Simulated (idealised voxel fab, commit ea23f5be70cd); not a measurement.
process module | voxel wiring stack
Shown is cross-section cut, with a width of 145 nm and square cells of size 5 nm.
Heads up, the way a cross-section reads in here is a grid of square cells, handed over as bands from the top down, with every band being one or more rows of cells. Each band's line starts with the height of the band's top and of its bottom, in nm. Then come its materials from left to right, each with its width in nm. One material with "everywhere" fills the band from edge to edge. "empty" is empty space. Height 0 is the level under which the wafer as received is all one material. The lowest band goes on downwards, as in "0 nm and below". The expression "30->40" gives the width at the extremes of the band, the first number at its top row of cells and the second at its bottom row, with the width changing by equal amounts from each row to the next in between. When a step is marked "remained unchanged", none of the cells in the cross-section changed during that step. What "Closed cavity list" gives you is every empty space of 8 cells or more that is cut off from the top. Each appears as width x height at distance, with the distance taken from the left edge and width, height and distance all in nm. Read whatever lies past the settings on a step's line as the simulator's own remark about the step. overlay nm: right-of-plan distance of the mask on a masked step; negative values mean left-of-plan.
Listed below are the process steps as planned:
| 1 | RECEIVE: material Si |
| 2 | CONFORMAL_DEP: material SiO2, thk nm 10 |
| 3 | DIRECTIONAL_DEP: material TiN, thk nm 5 |
| 4 | DIRECTIONAL_DEP: material Ru, thk nm 20 |
| 5 | PATTERN: tone cover, mask id METAL_1, material resist, width nm 30, pitch nm 55, thk nm 20, overlay nm 0 |
| 6 | DIRECTIONAL_ETCH: etch materials Ru, depth nm 20 |
| 7 | DIRECTIONAL_ETCH: etch materials TiN, depth nm 5 |
| 8 | STRIP: etch materials resist |
| 9 | CONFORMAL_DEP: material SiCN, thk nm 5 |
| 10 | FILL_DEP: material SiO2, thk nm 10 |
| 11 | CMP: height nm 35 |
| 12 | CONFORMAL_DEP: material SiCN, thk nm 5 |
| 13 | DIRECTIONAL_DEP: material SiO2, thk nm 10 |
| 14 | MASKED_ETCH: tone open, mask id PLUG_1, width nm 15, etch materials SiO2, depth nm 10, overlay nm 0 |
| 15 | MASKED_ETCH: tone open, mask id PLUG_1, width nm 15, etch materials SiCN, depth nm 5, overlay nm 0 |
| 16 | CONFORMAL_DEP: material TiN, thk nm 5 |
| 17 | FILL_DEP: material W, thk nm 10 |
| 18 | CMP: height nm 50 |
| 19 | CONFORMAL_DEP: material SiCN, thk nm 5 |
| 20 | DIRECTIONAL_DEP: material lowk, thk nm 20 |
| 21 | DIRECTIONAL_DEP: material aC, thk nm 10 |
| 22 | PATTERN: tone open, mask id METAL_2, material resist, width nm 30, pitch nm 55, thk nm 30, overlay nm 0 |
| 23 | DIRECTIONAL_ETCH: etch materials aC, depth nm 10 |
| 24 | STRIP: etch materials resist |
| 25 | DIRECTIONAL_ETCH: etch materials lowk, depth nm 20 |
| 26 | DIRECTIONAL_ETCH: etch materials SiCN, depth nm 5 |
| 27 | STRIP: etch materials aC |
| 28 | CONFORMAL_DEP: material TiN, thk nm 5 |
| 29 | FILL_DEP: material Cu, thk nm 5 |
| 30 | CMP: height nm 75 |
| 31 | CONFORMAL_DEP: material SiCN, thk nm 5 |
| 32 | DIRECTIONAL_DEP: material SiO2, thk nm 20 |
| 33 | DIRECTIONAL_DEP: material aC, thk nm 10 |
| 34 | PATTERN: tone open, mask id PLUG_2, material resist, width nm 15, pitch nm 55, thk nm 30, overlay nm 0 |
| 35 | DIRECTIONAL_ETCH: etch materials aC, depth nm 10 |
| 36 | STRIP: etch materials resist |
| 37 | DIRECTIONAL_ETCH: etch materials SiO2, depth nm 20 |
| 38 | DIRECTIONAL_ETCH: etch materials SiCN, depth nm 5 |
| 39 | STRIP: etch materials aC |
| 40 | CONFORMAL_DEP: material TiN, thk nm 5 |
| 41 | FILL_DEP: material W, thk nm 10 |
| 42 | CMP: height nm 100 |
| 43 | DIRECTIONAL_DEP: material TiN, thk nm 5 |
| 44 | DIRECTIONAL_DEP: material Ru, thk nm 25 |
| 45 | MASKED_ETCH: tone cover, mask id METAL_3, width nm 30, pitch nm 55, etch materials Ru, depth nm 25, overlay nm 0 |
| 46 | MASKED_ETCH: tone cover, mask id METAL_3, width nm 30, pitch nm 55, etch materials TiN, depth nm 5, overlay nm 0 |
| 47 | FILL_DEP: material SiO2, thk nm 10 |
| 48 | CMP: height nm 130 |
| 49 | CONFORMAL_DEP: material SiN, thk nm 5 |
So this is the incoming wafer in cross-section - it's already been through step 1:
- 0 nm and below: Si everywhere
- Closed cavity list: none
End-of-module XS, first of two wafers, run as planned:
- 135 nm to 130 nm: SiN everywhere
- 130 nm to 105 nm: SiO2 (30), Ru (30), SiO2 (25), Ru (30), SiO2 (30)
- 105 nm to 100 nm: SiO2 (30), TiN (30), SiO2 (25), TiN (30), SiO2 (30)
- 100 nm to 80 nm: SiO2 (30), TiN (5), W (5), TiN (5), SiO2 (40), TiN (5), W (5), TiN (5), SiO2 (45)
- 80 nm to 75 nm: SiCN (30), TiN (15), SiCN (40), TiN (15), SiCN (45)
- 75 nm to 55 nm: lowk (30), TiN (5), Cu (20), TiN (5), lowk (25), TiN (5), Cu (20), TiN (5), lowk (30)
- 55 nm to 50 nm: SiCN (30), TiN (30), SiCN (25), TiN (30), SiCN (30)
- 50 nm to 40 nm: SiO2 (30), TiN (5), W (5), TiN (5), SiO2 (100)
- 40 nm to 35 nm: SiCN (30), TiN (15), SiCN (100)
- 35 nm to 15 nm: SiO2 (25), SiCN (5), Ru (30), SiCN (5), SiO2 (15), SiCN (5), Ru (30), SiCN (5), SiO2 (25)
- 15 nm to 10 nm: SiCN (30), TiN (30), SiCN (25), TiN (30), SiCN (30)
- 10 nm to 0 nm: SiO2 everywhere
- 0 nm and below: Si everywhere
- Closed cavity list: none
Now the second wafer, cross-sectioned at the end of the module. Nothing different at the start, nothing different in the plan compared with the first, just one mistake when it was actually run:
- 135 nm to 130 nm: SiN everywhere
- 130 nm to 105 nm: SiO2 (35), Ru (20), SiO2 (35), Ru (20), SiO2 (35)
- 105 nm to 100 nm: SiO2 (30), TiN (30), SiO2 (25), TiN (30), SiO2 (30)
- 100 nm to 80 nm: SiO2 (30), TiN (5), W (5), TiN (5), SiO2 (40), TiN (5), W (5), TiN (5), SiO2 (45)
- 80 nm to 75 nm: SiCN (30), TiN (15), SiCN (40), TiN (15), SiCN (45)
- 75 nm to 55 nm: lowk (30), TiN (5), Cu (20), TiN (5), lowk (25), TiN (5), Cu (20), TiN (5), lowk (30)
- 55 nm to 50 nm: SiCN (30), TiN (30), SiCN (25), TiN (30), SiCN (30)
- 50 nm to 40 nm: SiO2 (30), TiN (5), W (5), TiN (5), SiO2 (100)
- 40 nm to 35 nm: SiCN (30), TiN (15), SiCN (100)
- 35 nm to 15 nm: SiO2 (25), SiCN (5), Ru (30), SiCN (5), SiO2 (15), SiCN (5), Ru (30), SiCN (5), SiO2 (25)
- 15 nm to 10 nm: SiCN (30), TiN (30), SiCN (25), TiN (30), SiCN (30)
- 10 nm to 0 nm: SiO2 everywhere
- 0 nm and below: Si everywhere
- Closed cavity list: none
What went wrong in running the wafer? for step 45, the planned setting was not used; the step was instead run as MASKED_ETCH: tone cover, mask id METAL_3, width nm 20, pitch nm 55, etch materials Ru, depth nm 25, overlay nm 0
Per the end-of-run cell counts, the second wafer holds more or fewer of some materials than the first: Ru -20, SiO2 +20
